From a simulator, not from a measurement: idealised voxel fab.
process module | voxel transistor to metal
cross-section cut | 150 nm wide | cells 5 nm
A cross-section is a grid of square cells, given in bands from the top down. A band is one or more rows of cells.
Each band's line starts with the height of the band's top and of its bottom, in nm. Then come its materials from left to right, each with its width in nm. One material with "throughout" fills the band from edge to edge. "air" is empty space.
Height 0 is the level under which the wafer as received is all one material. The lowest band goes on downwards, as in "0 down".
A width such as "30 to 40" changes by the same amount from each row of cells to the next, from the band's top row to its bottom row.
"no change" after a step means that no cell of the cross-section changed.
closed voids: empty space of 8 cells or more with no open way to the top, each as width x height at its distance from the left edge, in nm
after a step's settings: what the simulator itself notes on the step
overlay nm, on a step with a mask: how far to the right of its planned place the mask lay; to the left if negative
plan
1 op RECEIVE | material Si
2 op CONFORMAL_DEP | material SiO2 | thk nm 5
3 op CONFORMAL_DEP | material SiN | thk nm 15
4 op DIRECTIONAL_DEP | material aC | thk nm 15
5 op PATTERN | tone cover | mask id ACTIVE | material resist | width nm 100 | thk nm 35 | overlay nm 0
6 op DIRECTIONAL_ETCH | etch materials aC | depth nm 15
7 op STRIP | etch materials resist
8 op DIRECTIONAL_ETCH | etch materials SiN | depth nm 15
9 op DIRECTIONAL_ETCH | etch materials SiO2 | depth nm 5
10 op DIRECTIONAL_ETCH | etch materials Si | depth nm 25
11 op STRIP | etch materials aC
12 op OXIDIZE | depth nm 5
13 op FILL_DEP | material SiO2 | thk nm 10
14 op CMP | height nm 20
15 op SELECTIVE_ETCH | etch materials SiO2 | depth nm 10
16 op STRIP | etch materials SiN
17 op SELECTIVE_ETCH | etch materials SiO2 | depth nm 5
18 op OXIDIZE | depth nm 5
19 op DIRECTIONAL_DEP | material polySi | thk nm 20
20 op DIRECTIONAL_DEP | material SiCN | thk nm 15
21 op PATTERN | tone cover | mask id GATE | material resist | width nm 20 | thk nm 15 | overlay nm 0
22 op DIRECTIONAL_ETCH | etch materials SiCN | depth nm 25
23 op DIRECTIONAL_ETCH | etch materials polySi | depth nm 30
24 op STRIP | etch materials resist
25 op CONFORMAL_DEP | material SiN | thk nm 10
26 op DIRECTIONAL_ETCH | etch materials SiN | depth nm 10
27 op DIRECTIONAL_ETCH | etch materials SiO2 | depth nm 5
28 op DIRECTIONAL_ETCH | etch materials Si | depth nm 15
29 op EPI | material nSi | thk nm 15
30 op FILL_DEP | material SiO2 | thk nm 5
31 op CMP | height nm 35
32 op DIRECTIONAL_DEP | material SiO2 | thk nm 15
33 op MASKED_ETCH | tone open | mask id CONTACT | width nm 30 | pitch nm 60 | etch materials SiO2 | depth nm 55 | overlay nm 0
34 op CONFORMAL_DEP | material TiN | thk nm 5
35 op FILL_DEP | material W | thk nm 10
36 op CMP | height nm 50
37 op CONFORMAL_DEP | material SiN | thk nm 5
38 op DIRECTIONAL_DEP | material SiO2 | thk nm 15
39 op MASKED_ETCH | tone open | mask id METAL_1 | width nm 15 | pitch nm 75 | etch materials SiO2 | depth nm 15 | overlay nm 0
40 op MASKED_ETCH | tone open | mask id METAL_1 | width nm 15 | pitch nm 75 | etch materials SiN | depth nm 5 | overlay nm 0
41 op CONFORMAL_DEP | material TiN | thk nm 5
42 op FILL_DEP | material Cu | thk nm 10
43 op CMP | height nm 70
44 op CONFORMAL_DEP | material SiCN | thk nm 5
45 op DIRECTIONAL_DEP | material SiO2 | thk nm 35
46 op PATTERN | tone open | mask id METAL_2 | material resist | width nm 15 | pitch nm 75 | thk nm 20 | overlay nm 0
47 op DIRECTIONAL_ETCH | etch materials SiO2 | depth nm 20
48 op STRIP | etch materials resist
49 op DIRECTIONAL_DEP | material aC | thk nm 15
50 op PATTERN | tone open | mask id METAL_2_HOLES | material resist | width nm 15 | pitch nm 75 | thk nm 30 | overlay nm 0
51 op DIRECTIONAL_ETCH | etch materials aC | depth nm 15
52 op STRIP | etch materials resist
53 op DIRECTIONAL_ETCH | etch materials SiO2 | depth nm 15
54 op DIRECTIONAL_ETCH | etch materials SiCN | depth nm 5
55 op STRIP | etch materials aC
56 op CONFORMAL_DEP | material TiN | thk nm 5
57 op FILL_DEP | material Cu | thk nm 5
58 op CMP | height nm 110
59 op CONFORMAL_DEP | material SiN | thk nm 5
as received, after step 1
  0 down: Si throughout
  closed voids: none
first wafer at the end, as planned
  115 to 110: SiN throughout
  110 to 75: SiO2 30 | TiN 5 | Cu 5 | TiN 5 | SiO2 60 | TiN 5 | Cu 5 | TiN 5 | SiO2 30
  75 to 70: SiCN 30 | TiN 15 | SiCN 60 | TiN 15 | SiCN 30
  70 to 55: SiO2 30 | TiN 5 | Cu 5 | TiN 5 | SiO2 60 | TiN 5 | Cu 5 | TiN 5 | SiO2 30
  55 to 50: SiN 30 | TiN 15 | SiN 60 | TiN 15 | SiN 30
  50 to 40: SiO2 30 | TiN 5 | W 20 | TiN 5 | SiO2 30 | TiN 5 | W 20 | TiN 5 | SiO2 30
  40 to 35: SiO2 30 | TiN 5 | W 15 | TiN 10 | SiO2 30 | TiN 10 | W 15 | TiN 5 | SiO2 30
  35 to 20: SiO2 30 | TiN 5 | W 15 | TiN 5 | SiN 10 | SiCN 20 | SiN 10 | TiN 5 | W 15 | TiN 5 | SiO2 30
  20 to 15: SiO2 30 | TiN 5 | W 15 | TiN 5 | SiN 10 | polySi 20 | SiN 10 | TiN 5 | W 15 | TiN 5 | SiO2 30
  15 to 10: SiO2 30 | TiN 25 | SiN 10 | polySi 20 | SiN 10 | TiN 25 | SiO2 30
  10 to 5: SiO2 30 | TiN 10 | nSi 15 | SiN 10 | polySi 20 | SiN 10 | nSi 15 | TiN 10 | SiO2 30
  5 to 0: SiO2 20 | SiN 10 | TiN 10 | nSi 15 | SiN 10 | polySi 20 | SiN 10 | nSi 15 | TiN 10 | SiN 10 | SiO2 20
  0 to -5: SiO2 30 | TiN 10 | nSi 15 | SiO2 40 | nSi 15 | TiN 10 | SiO2 30
  -5 to -20: SiO2 30 | nSi 25 | Si 40 | nSi 25 | SiO2 30
  -20 to -30: SiO2 30 | Si 90 | SiO2 30
  -30 down: Si throughout
  closed voids: none
second wafer at the end: like start, like plan, one mistake
  115 to 110: SiN throughout
  110 to 75: SiO2 30 | TiN 5 | Cu 5 | TiN 5 | SiO2 60 | TiN 5 | Cu 5 | TiN 5 | SiO2 30
  75 to 70: SiCN 30 | TiN 15 | SiCN 60 | TiN 15 | SiCN 30
  70 to 55: SiO2 30 | TiN 5 | Cu 5 | TiN 5 | SiO2 60 | TiN 5 | Cu 5 | TiN 5 | SiO2 30
  55 to 50: SiN 30 | TiN 15 | SiN 60 | TiN 15 | SiN 30
  50 to 40: SiO2 30 | aC 5 | W 20 | aC 5 | SiO2 30 | aC 5 | W 20 | aC 5 | SiO2 30
  40 to 35: SiO2 30 | aC 5 | W 15 | aC 10 | SiO2 30 | aC 10 | W 15 | aC 5 | SiO2 30
  35 to 20: SiO2 30 | aC 5 | W 15 | aC 5 | SiN 10 | SiCN 20 | SiN 10 | aC 5 | W 15 | aC 5 | SiO2 30
  20 to 15: SiO2 30 | aC 5 | W 15 | aC 5 | SiN 10 | polySi 20 | SiN 10 | aC 5 | W 15 | aC 5 | SiO2 30
  15 to 10: SiO2 30 | aC 25 | SiN 10 | polySi 20 | SiN 10 | aC 25 | SiO2 30
  10 to 5: SiO2 30 | aC 10 | nSi 15 | SiN 10 | polySi 20 | SiN 10 | nSi 15 | aC 10 | SiO2 30
  5 to 0: SiO2 20 | SiN 10 | aC 10 | nSi 15 | SiN 10 | polySi 20 | SiN 10 | nSi 15 | aC 10 | SiN 10 | SiO2 20
  0 to -5: SiO2 30 | aC 10 | nSi 15 | SiO2 40 | nSi 15 | aC 10 | SiO2 30
  -5 to -20: SiO2 30 | nSi 25 | Si 40 | nSi 25 | SiO2 30
  -20 to -30: SiO2 30 | Si 90 | SiO2 30
  -30 down: Si throughout
  closed voids: none
what went wrong: step 34 ran as: op CONFORMAL_DEP | material aC | thk nm 5
at the end the second wafer has, in cells: 52 fewer of TiN | 52 more of aC
